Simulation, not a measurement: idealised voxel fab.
process module | voxel wiring stack
cross-section cut | 235 nm wide | cells 5 nm
A cross-section is a grid of square cells, given in bands from the top down. A band is one or more rows of cells.
Each band's line starts with the height of the band's top and of its bottom, in nm. Then come its materials from left to right, each with its width in nm. One material with "throughout" fills the band from edge to edge. "air" is empty space.
Height 0 is the level under which the wafer as received is all one material. The lowest band goes on downwards, as in "0 down".
A width such as "30 to 40" changes by the same amount from each row of cells to the next, from the band's top row to its bottom row.
"no change" after a step means that no cell of the cross-section changed.
closed voids: empty space of 8 cells or more with no open way to the top, each as width x height at its distance from the left edge, in nm
after a step's settings: what the simulator itself notes on the step
overlay nm, on a step with a mask: how far to the right of its planned place the mask lay; to the left if negative
plan
1 op RECEIVE | material Si
2 op CONFORMAL_DEP | material SiO2 | thk nm 10
3 op CONFORMAL_DEP | material SiN | thk nm 5
4 op DIRECTIONAL_DEP | material lowk | thk nm 20
5 op DIRECTIONAL_DEP | material aC | thk nm 10
6 op PATTERN | tone open | mask id METAL_1 | material resist | width nm 20 | pitch nm 45 | thk nm 30 | overlay nm 0
7 op DIRECTIONAL_ETCH | etch materials aC | depth nm 10
8 op STRIP | etch materials resist
9 op DIRECTIONAL_ETCH | etch materials lowk | depth nm 20
10 op DIRECTIONAL_ETCH | etch materials SiN | depth nm 5
11 op STRIP | etch materials aC
12 op CONFORMAL_DEP | material TiN | thk nm 5
13 op FILL_DEP | material Ru | thk nm 5
14 op CMP | height nm 35
15 op CONFORMAL_DEP | material SiCN | thk nm 5
16 op DIRECTIONAL_DEP | material lowk | thk nm 35
17 op MASKED_ETCH | tone open | mask id METAL_2_HOLES | width nm 15 | pitch nm 45 | etch materials lowk | depth nm 35 | overlay nm 0
18 op DIRECTIONAL_DEP | material aC | thk nm 10
19 op PATTERN | tone open | mask id METAL_2 | material resist | width nm 20 | pitch nm 45 | thk nm 25 | overlay nm 0
20 op DIRECTIONAL_ETCH | etch materials aC | depth nm 10
21 op STRIP | etch materials resist
22 op DIRECTIONAL_ETCH | etch materials lowk | depth nm 20
23 op DIRECTIONAL_ETCH | etch materials SiCN | depth nm 5
24 op STRIP | etch materials aC
25 op CONFORMAL_DEP | material TiN | thk nm 5
26 op FILL_DEP | material Ru | thk nm 5
27 op CMP | height nm 75
28 op CONFORMAL_DEP | material SiCN | thk nm 5
as received, after step 1
  0 down: Si throughout
  closed voids: none
a wafer at the end: this start, this plan, one mistake
  80 to 75: SiCN throughout
  75 to 70: SiCN 85 | TiN 20 | SiCN 25 | TiN 20 | SiCN 85
  70 to 35: lowk throughout
  35 to 15: lowk 85 | TiN 5 | Ru 10 | TiN 5 | lowk 25 | TiN 5 | Ru 10 | TiN 5 | lowk 85
  15 to 10: SiN 85 | TiN 20 | SiN 25 | TiN 20 | SiN 85
  10 to 0: SiO2 throughout
  0 down: Si throughout
  closed voids: none
what went wrong: steps 15 and 16 were swapped
